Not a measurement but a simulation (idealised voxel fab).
process module | voxel self aligned vias
cross-section cut | 275 nm wide | cells 5 nm
A cross-section is a grid of square cells, given in bands from the top down. A band is one or more rows of cells.
Each band's line starts with the height of the band's top and of its bottom, in nm. Then come its materials from left to right, each with its width in nm. One material with "throughout" fills the band from edge to edge. "air" is empty space.
Height 0 is the level under which the wafer as received is all one material. The lowest band goes on downwards, as in "0 down".
A width such as "30 to 40" changes by the same amount from each row of cells to the next, from the band's top row to its bottom row.
"no change" after a step means that no cell of the cross-section changed.
closed voids: empty space of 8 cells or more with no open way to the top, each as width x height at its distance from the left edge, in nm
after a step's settings: what the simulator itself notes on the step
overlay nm, on a step with a mask: how far to the right of its planned place the mask lay; to the left if negative
plan
1 op RECEIVE | material Si
2 op CONFORMAL_DEP | material SiO2 | thk nm 10
3 op CONFORMAL_DEP | material SiCN | thk nm 5
4 op DIRECTIONAL_DEP | material SiO2 | thk nm 20
5 op PATTERN | tone open | mask id LINES | material resist | width nm 20 | pitch nm 65 | thk nm 15 | overlay nm 0
6 op DIRECTIONAL_ETCH | etch materials SiO2 | depth nm 20
7 op STRIP | etch materials resist
8 op CONFORMAL_DEP | material TiN | thk nm 5
9 op FILL_DEP | material W | thk nm 5
10 op CMP | height nm 35
11 op SELECTIVE_ETCH | etch materials W Ru TiN | depth nm 10
12 op FILL_DEP | material SiN | thk nm 5
13 op CMP | height nm 35
14 op DIRECTIONAL_DEP | material SiO2 | thk nm 15
15 op MASKED_ETCH | tone open | mask id VIAS | width nm 40 | pitch nm 65 | etch materials SiO2 | depth nm 15 | overlay nm 0
16 op MASKED_ETCH | tone open | mask id VIAS | width nm 40 | pitch nm 65 | etch materials SiN | depth nm 10 | overlay nm -15
17 op CONFORMAL_DEP | material TiN | thk nm 5
18 op FILL_DEP | material Ru | thk nm 10
19 op CMP | height nm 50
20 op CONFORMAL_DEP | material SiN | thk nm 5
varied across the wafers: overlay nm of step 16. The plan shows the first wafer's value. All wafers start alike
first wafer as received, after step 1
  0 down: Si throughout
  closed voids: none
each wafer at the end: cells of each material gained (+) or lost (-) since it was received, then its closed voids
overlay nm -15 | +42 Ru | +55 SiCN | +61 SiN | +375 SiO2 | +66 TiN | +6 W | closed voids: none
overlay nm -10 | +48 Ru | +55 SiCN | +55 SiN | +375 SiO2 | +66 TiN | +6 W | closed voids: none
overlay nm -5 | +48 Ru | +55 SiCN | +55 SiN | +375 SiO2 | +66 TiN | +6 W | closed voids: none
overlay nm 0 | +48 Ru | +55 SiCN | +55 SiN | +375 SiO2 | +66 TiN | +6 W | closed voids: none
overlay nm 5 | +48 Ru | +55 SiCN | +55 SiN | +375 SiO2 | +66 TiN | +6 W | closed voids: none
overlay nm 10 | +48 Ru | +55 SiCN | +55 SiN | +375 SiO2 | +66 TiN | +6 W | closed voids: none
overlay nm 15 | +42 Ru | +55 SiCN | +61 SiN | +375 SiO2 | +66 TiN | +6 W | closed voids: none
